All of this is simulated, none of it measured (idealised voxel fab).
Process module heading - voxel released beams
This is section cut - it's 150 nm across, gridded in 5 nm square cells.
Format of a cross-section: grid, square cells. Given as bands. Order: top down. Band: one or more rows of cells.
Read a band's entry like this: the first values are the height of its top and the height of its bottom in nm, and what follows is the sequence of materials from left to right, each with its width in nm. Note that "blank" is empty space, and that a single material marked "throughout" reaches across the band from edge to edge.
For the purposes of this specification, 0 denotes the height below which the wafer in its as-received condition is composed wholly of one material, and the lowermost band, lacking a lower limit, extends downward without end, as expressed in "0 down".
Quick explanation for "30..40": the width changes in equal steps down the rows of cells, from the first number in the band's top row to the second number in its bottom row.
"no alterations made", as given for a step, is the statement that not any cell of the cross-section underwent a change during that step.
Listed in "Trapped voids": every empty space of 8 or more cells without an open way to the top. Form: width x height at distance, the distance being from the left edge, all in nm.
It should be noted that, on the line of a given step, the content following the step's settings is a remark produced by the simulator itself with respect to that step.
A step line may carry the setting "overlay nm", which, for steps involving a mask, states the distance by which the mask lay to the right of its intended position; negative values denote displacement to the left.
So here's the lineup of process steps we planned:
1: RECEIVE | material Si
2: CONFORMAL_DEP | material Al2O3 | thk nm 10
3: DIRECTIONAL_DEP | material SiO2 | thk nm 10
4: PATTERN | tone open | mask id ANCHOR | material resist | width nm 35 | thk nm 15 | overlay nm 0
5: DIRECTIONAL_ETCH | etch materials SiO2 | depth nm 5
6: STRIP | etch materials resist
7: CONFORMAL_DEP | material polySi | thk nm 10
8: MASKED_ETCH | tone cover | mask id BEAM | width nm 80 | etch materials polySi | depth nm 10 | overlay nm 0
9: STRIP | etch materials SiO2
Split variable: depth nm, step 5. Plan value = first wafer. Wafers start alike.
First wafer of several, as received: cross-section after step 1:
	0 down = Si throughout
	Trapped voids: none
End of module: cross-section of the first of several wafers after step 9, the last step:
	10 to 0 = Al2O3 throughout
	0 down = Si throughout
	Trapped voids: none
Sectional view of the last wafer upon completion of the module:
	30 to 20 = blank 30 / polySi 15 / blank 15 / polySi 50 / blank 40
	20 to 10 = blank 35 / polySi 35 / blank 80
	10 to 0 = Al2O3 throughout
	0 down = Si throughout
	Trapped voids: none
Each row below is a wafer at the end of the module, listing for every material the number of cells it has gained (+) or lost (-) since it was received, followed by its closed voids:
depth nm 5; +60 Al2O3; Trapped voids: none
depth nm 10; +60 Al2O3; +40 polySi; Trapped voids: none
depth nm 15; +60 Al2O3; +40 polySi; Trapped voids: none
depth nm 20; +60 Al2O3; +40 polySi; Trapped voids: none
depth nm 25; +60 Al2O3; +40 polySi; Trapped voids: none
